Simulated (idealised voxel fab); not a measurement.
Process module, titled voxel ribs on slabs
Square cells of 5 nm make up the cross-section cut, whose width is 290 nm.
Cross-section layout: square cells on a grid; listed as bands, top to bottom; a band spans one or more cell rows. Per band: top height and bottom height in nm, followed by the left-to-right materials and their widths in nm; "everywhere" marks a single material spanning edge to edge, "air" marks empty space. Counting heights begins at 0, where everything beneath is, in the wafer as received, one material. The lowest band has no bottom; it goes on downwards, as "0..down" shows. Quick explanation for "30 to 40": the width changes in equal steps down the rows of cells, from the first number in the band's top row to the second number in its bottom row. "no change occurred", as given for a step, is the statement that not any cell of the cross-section underwent a change during that step. Look at "Closed void list" for the closed voids: empty spaces with no open path to the top, sized 8 cells or up. Each is width x height at distance, distance from the left edge, all nm. Formally, on a step line, whatever follows the settings is a remark that the simulator itself makes on the step. When a step includes a mask, the "overlay nm" setting on its line states how far to the right of its planned place that mask lay, and negative values state how far to the left.

Steps planned for the process
1. op RECEIVE | material Si
2. op DIRECTIONAL_DEP | material SiO2 | thk nm 30
3. op DIRECTIONAL_DEP | material SiN | thk nm 25
4. op MASKED_ETCH | tone cover | mask id RIB | width nm 20 | etch materials SiN | depth nm 10 | overlay nm 0
5. op MASKED_ETCH | tone cover | mask id SLAB | width nm 80 | etch materials SiN | depth nm 15 | overlay nm 0
6. op FILL_DEP | material SiO2 | thk nm 20
7. op CMP | height nm 70
8. op DIRECTIONAL_DEP | material W | thk nm 5
9. op MASKED_ETCH | tone cover | mask id HEATER | width nm 30 | etch materials W | depth nm 5 | overlay nm 0
10. op CONFORMAL_DEP | material SiO2 | thk nm 5

First wafer, two in total, run as planned

Cross-sectional view of the wafer in its as-received condition, corresponding to the state after step 1
> 0..down = Si everywhere
> Closed void list: none

Wafer section view after processing step 2
> 30..0 = SiO2 everywhere
> Beneath the level 0, the cross-section is identical to its previous state.

Wafer section view after processing step 3
> 55..30 = SiN everywhere
> Beneath the level 30, the cross-section is identical to its previous state.

Wafer section view after processing step 4
> 55..45 = air 135  SiN 20  air 135
> Beneath the level 45, the cross-section is identical to its previous state.

Wafer section view after processing step 5
> 55..45 = air 135  SiN 20  air 135
> 45..30 = air 105  SiN 80  air 105
> Beneath the level 30, the cross-section is identical to its previous state.

Wafer section view after processing step 6
> 75..55 = SiO2 everywhere
> 55..45 = SiO2 135  SiN 20  SiO2 135
> 45..30 = SiO2 105  SiN 80  SiO2 105
> Beneath the level 30, the cross-section is identical to its previous state.

Wafer section view after processing step 7
> 70..55 = SiO2 everywhere
> Beneath the level 55, the cross-section is identical to its previous state.

Wafer section view after processing step 8
> 75..70 = W everywhere
> Beneath the level 70, the cross-section is identical to its previous state.

Wafer section view after processing step 9
> 75..70 = air 130  W 30  air 130
> Beneath the level 70, the cross-section is identical to its previous state.

Wafer section view after processing step 10
> 80..75 = air 125  SiO2 40  air 125
> 75..70 = SiO2 130  W 30  SiO2 130
> Beneath the level 70, the cross-section is identical to its previous state.

Regarding the second of the two wafers: it shared the first wafer's starting condition and process plan, yet one error occurred during its execution. Its history coincides with that of the first wafer up to and including step 8

Second wafer, section view, time point: scheduled end of step 9
> 75..70 = W 130  air 30  W 130
> Beneath the level 70, the cross-section is identical to its previous state.

Second wafer, section view, time point: scheduled end of step 10
> 80..75 = SiO2 135  air 20  SiO2 135
> 75..70 = W 130  SiO2 30  W 130
> Beneath the level 70, the cross-section is identical to its previous state.
Diagnosis: step 9 was run on a setting that differed from the plan, and what really ran there is op MASKED_ETCH | tone open | mask id HEATER | width nm 30 | etch materials W | depth nm 5 | overlay nm 0
Heads up, by the end the second wafer has more or fewer cells of some materials compared to the first: W +46
